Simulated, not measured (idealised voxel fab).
Documented hereafter: the process module known as voxel transistor to metal.
Xsec cut, 285 nm wide, square cell size 5 nm.
Cross-section = grid of square cells, listed top down in bands; band = one or more rows. Heights first: top, then bottom, in nm. Then materials, left to right, each with a width in nm. "all across" on a single material: fills the band edge to edge. "air": empty space. Height reference: 0 = level under which incoming wafer is all one material. Lowest band: no bottom, runs on downward, e.g. "from 0 down". It should be noted that a width expressed as "30 to 40" varies in equal increments from row to row of cells within the band, taking the value of the first number at the top row and that of the second number at the bottom row. When a step is marked "nothing altered", none of the cells in the cross-section changed during that step. The list in "Closed void listing" covers empty spaces of 8 cells or more that cannot reach the top through any open way, and it gives each as width x height at distance; the distance is from the left edge, and width, height and distance are in nm. It should be noted that, on the line of a given step, the content following the step's settings is a remark produced by the simulator itself with respect to that step. overlay nm: mask right of planned place by this much (step with mask). Neg. = left.

**So here's the lineup of process steps we planned**
1 RECEIVE, material Si
2 OXIDIZE, depth nm 5
3 CONFORMAL_DEP, material SiN, thk nm 10
4 DIRECTIONAL_DEP, material aC, thk nm 10
5 PATTERN, tone cover, mask id ACTIVE, material resist, width nm 95, pitch nm 115, thk nm 30, overlay nm 0
6 DIRECTIONAL_ETCH, etch materials aC, depth nm 10
7 STRIP, etch materials resist
8 DIRECTIONAL_ETCH, etch materials SiN, depth nm 10
9 DIRECTIONAL_ETCH, etch materials SiO2, depth nm 5
10 DIRECTIONAL_ETCH, etch materials Si, depth nm 30
11 STRIP, etch materials aC
12 FILL_DEP, material SiO2, thk nm 10
13 CMP, height nm 10
14 SELECTIVE_ETCH, etch materials SiO2, depth nm 10
15 STRIP, etch materials SiN
16 SELECTIVE_ETCH, etch materials SiO2, depth nm 5
17 OXIDIZE, depth nm 5
18 DIRECTIONAL_DEP, material polySi, thk nm 25
19 DIRECTIONAL_DEP, material SiCN, thk nm 10
20 DIRECTIONAL_DEP, material aC, thk nm 15
21 PATTERN, tone cover, mask id GATE, material resist, width nm 15, pitch nm 115, thk nm 30, overlay nm -15
22 DIRECTIONAL_ETCH, etch materials aC, depth nm 15
23 STRIP, etch materials resist
24 DIRECTIONAL_ETCH, etch materials SiCN, depth nm 20
25 DIRECTIONAL_ETCH, etch materials polySi, depth nm 35
26 STRIP, etch materials aC
27 CONFORMAL_DEP, material SiO2, thk nm 5
28 DIRECTIONAL_ETCH, etch materials SiO2, depth nm 5
29 CONFORMAL_DEP, material SiN, thk nm 10
30 DIRECTIONAL_ETCH, etch materials SiN, depth nm 10
31 DIRECTIONAL_ETCH, etch materials SiO2, depth nm 5
32 EPI, material nSi, thk nm 5
33 FILL_DEP, material SiO2, thk nm 10
34 CMP, height nm 30
35 DIRECTIONAL_DEP, material SiO2, thk nm 10
36 DIRECTIONAL_DEP, material aC, thk nm 10
37 PATTERN, tone open, mask id CONTACT, material resist, width nm 25, thk nm 25, overlay nm 0
38 DIRECTIONAL_ETCH, etch materials aC, depth nm 10
39 STRIP, etch materials resist
40 DIRECTIONAL_ETCH, etch materials SiO2, depth nm 45
41 STRIP, etch materials aC
42 CONFORMAL_DEP, material TiN, thk nm 5
43 FILL_DEP, material W, thk nm 10
44 CMP, height nm 40
45 CONFORMAL_DEP, material SiN, thk nm 5
46 DIRECTIONAL_DEP, material lowk, thk nm 25
47 PATTERN, tone open, mask id METAL_1, material resist, width nm 15, thk nm 20, overlay nm 0
48 DIRECTIONAL_ETCH, etch materials lowk, depth nm 25
49 DIRECTIONAL_ETCH, etch materials SiN, depth nm 5
50 STRIP, etch materials resist
51 CONFORMAL_DEP, material TiN, thk nm 5
52 FILL_DEP, material Cu, thk nm 10
53 CMP, height nm 70
54 CONFORMAL_DEP, material SiN, thk nm 5
Variable across wafers: step 21 overlay nm (plan value is that of the first wafer; starting state common to all).

**Received wafers, first of several: cross-section after step 1**
> from 0 down | Si all across
> Closed void listing: none

**Cross-section, first of several wafers, end of module, after last step 54**
> from 75 to 70 | SiN all across
> from 70 to 45 | lowk: 45; TiN: 5; Cu: 5; TiN: 5; lowk: 45; TiN: 5; Cu: 5; TiN: 5; lowk: 40; TiN: 5; Cu: 5; TiN: 5; lowk: 45; TiN: 5; Cu: 5; TiN: 5; lowk: 50
> from 45 to 40 | SiN: 45; TiN: 15; SiN: 45; TiN: 15; SiN: 40; TiN: 15; SiN: 45; TiN: 15; SiN: 50
> from 40 to 35 | SiO2: 45; TiN: 5; W: 15; TiN: 5; SiO2: 25; TiN: 5; W: 15; TiN: 5; SiO2: 40; TiN: 5; W: 15; TiN: 5; SiO2: 25; TiN: 5; W: 15; TiN: 5; SiO2: 50
> from 35 to 30 | SiO2: 45; TiN: 25; SiO2: 25; TiN: 5; W: 15; TiN: 5; SiO2: 40; TiN: 25; SiO2: 25; TiN: 5; W: 15; TiN: 5; SiO2: 50
> from 30 to 20 | SiO2: 45; SiN: 10; TiN: 5; SiCN: 15; SiO2: 5; SiN: 10; SiO2: 5; TiN: 5; W: 15; TiN: 5; SiO2: 40; SiN: 10; TiN: 5; SiCN: 15; SiO2: 5; SiN: 10; SiO2: 5; TiN: 5; W: 15; TiN: 5; SiO2: 50
> from 20 to 0 | SiO2: 45; SiN: 10; TiN: 5; polySi: 15; SiO2: 5; SiN: 10; SiO2: 5; TiN: 5; W: 15; TiN: 5; SiO2: 40; SiN: 10; TiN: 5; polySi: 15; SiO2: 5; SiN: 10; SiO2: 5; TiN: 5; W: 15; TiN: 5; SiO2: 50
> from 0 to -5 | SiO2: 45; SiN: 10; TiN: 5; polySi: 15; SiO2: 5; SiN: 10; SiO2: 5; TiN: 25; SiO2: 40; SiN: 10; TiN: 5; polySi: 15; SiO2: 5; SiN: 10; SiO2: 5; TiN: 25; SiO2: 50
> from -5 to -10 | SiO2: 30; nSi: 15; SiO2: 45; nSi: 45; SiO2: 10; nSi: 15; SiO2: 45; nSi: 45; SiO2: 35
> from -10 to -35 | SiO2: 35; Si: 95; SiO2: 20; Si: 95; SiO2: 40
> from -35 down | Si all across
> Closed void listing: none

**Cross-section at module completion, last wafer**
> from 75 to 70 | SiN all across
> from 70 to 45 | lowk: 45; TiN: 5; Cu: 5; TiN: 5; lowk: 45; TiN: 5; Cu: 5; TiN: 5; lowk: 40; TiN: 5; Cu: 5; TiN: 5; lowk: 45; TiN: 5; Cu: 5; TiN: 5; lowk: 50
> from 45 to 40 | SiN: 45; TiN: 15; SiN: 45; TiN: 15; SiN: 40; TiN: 15; SiN: 45; TiN: 15; SiN: 50
> from 40 to 35 | SiO2: 45; TiN: 5; W: 15; TiN: 5; SiO2: 25; TiN: 5; W: 15; TiN: 5; SiO2: 40; TiN: 5; W: 15; TiN: 5; SiO2: 25; TiN: 5; W: 15; TiN: 5; SiO2: 50
> from 35 to 30 | SiO2: 45; TiN: 5; W: 15; TiN: 5; SiO2: 25; TiN: 25; SiO2: 40; TiN: 5; W: 15; TiN: 5; SiO2: 25; TiN: 25; SiO2: 50
> from 30 to 20 | SiO2: 45; TiN: 5; W: 15; TiN: 5; SiO2: 5; SiN: 10; SiO2: 5; SiCN: 15; TiN: 5; SiN: 10; SiO2: 40; TiN: 5; W: 15; TiN: 5; SiO2: 5; SiN: 10; SiO2: 5; SiCN: 15; TiN: 5; SiN: 10; SiO2: 50
> from 20 to 0 | SiO2: 45; TiN: 5; W: 15; TiN: 5; SiO2: 5; SiN: 10; SiO2: 5; polySi: 15; TiN: 5; SiN: 10; SiO2: 40; TiN: 5; W: 15; TiN: 5; SiO2: 5; SiN: 10; SiO2: 5; polySi: 15; TiN: 5; SiN: 10; SiO2: 50
> from 0 to -5 | SiO2: 45; TiN: 25; SiO2: 5; SiN: 10; SiO2: 5; polySi: 15; TiN: 5; SiN: 10; SiO2: 40; TiN: 25; SiO2: 5; SiN: 10; SiO2: 5; polySi: 15; TiN: 5; SiN: 10; SiO2: 50
> from -5 to -10 | SiO2: 30; nSi: 45; SiO2: 45; nSi: 15; SiO2: 10; nSi: 45; SiO2: 45; nSi: 15; SiO2: 35
> from -10 to -35 | SiO2: 35; Si: 95; SiO2: 20; Si: 95; SiO2: 40
> from -35 down | Si all across
> Closed void listing: none

**Here is how to read the rows: every wafer has a row, and it shows the wafer at the end of the module, giving for each material how many cells were gained (+) or lost (-) since the wafer was received, then listing its closed voids**
overlay nm -15; +20 Cu; -209 Si; +12 SiCN; +158 SiN; +419 SiO2; +122 TiN; +54 W; +225 lowk; +24 nSi; +30 polySi; Closed void listing: none
overlay nm -10; +20 Cu; -209 Si; +12 SiCN; +158 SiN; +405 SiO2; +136 TiN; +54 W; +225 lowk; +24 nSi; +30 polySi; Closed void listing: none
overlay nm -5; +20 Cu; -209 Si; +12 SiCN; +158 SiN; +405 SiO2; +150 TiN; +40 W; +225 lowk; +24 nSi; +30 polySi; Closed void listing: none
overlay nm 0; +20 Cu; -209 Si; +12 SiCN; +158 SiN; +419 SiO2; +136 TiN; +40 W; +225 lowk; +24 nSi; +30 polySi; Closed void listing: none
overlay nm 5; +20 Cu; -209 Si; +12 SiCN; +158 SiN; +405 SiO2; +150 TiN; +40 W; +225 lowk; +24 nSi; +30 polySi; Closed void listing: none
overlay nm 10; +20 Cu; -209 Si; +12 SiCN; +158 SiN; +405 SiO2; +136 TiN; +54 W; +225 lowk; +24 nSi; +30 polySi; Closed void listing: none
overlay nm 15; +20 Cu; -209 Si; +12 SiCN; +158 SiN; +419 SiO2; +122 TiN; +54 W; +225 lowk; +24 nSi; +30 polySi; Closed void listing: none
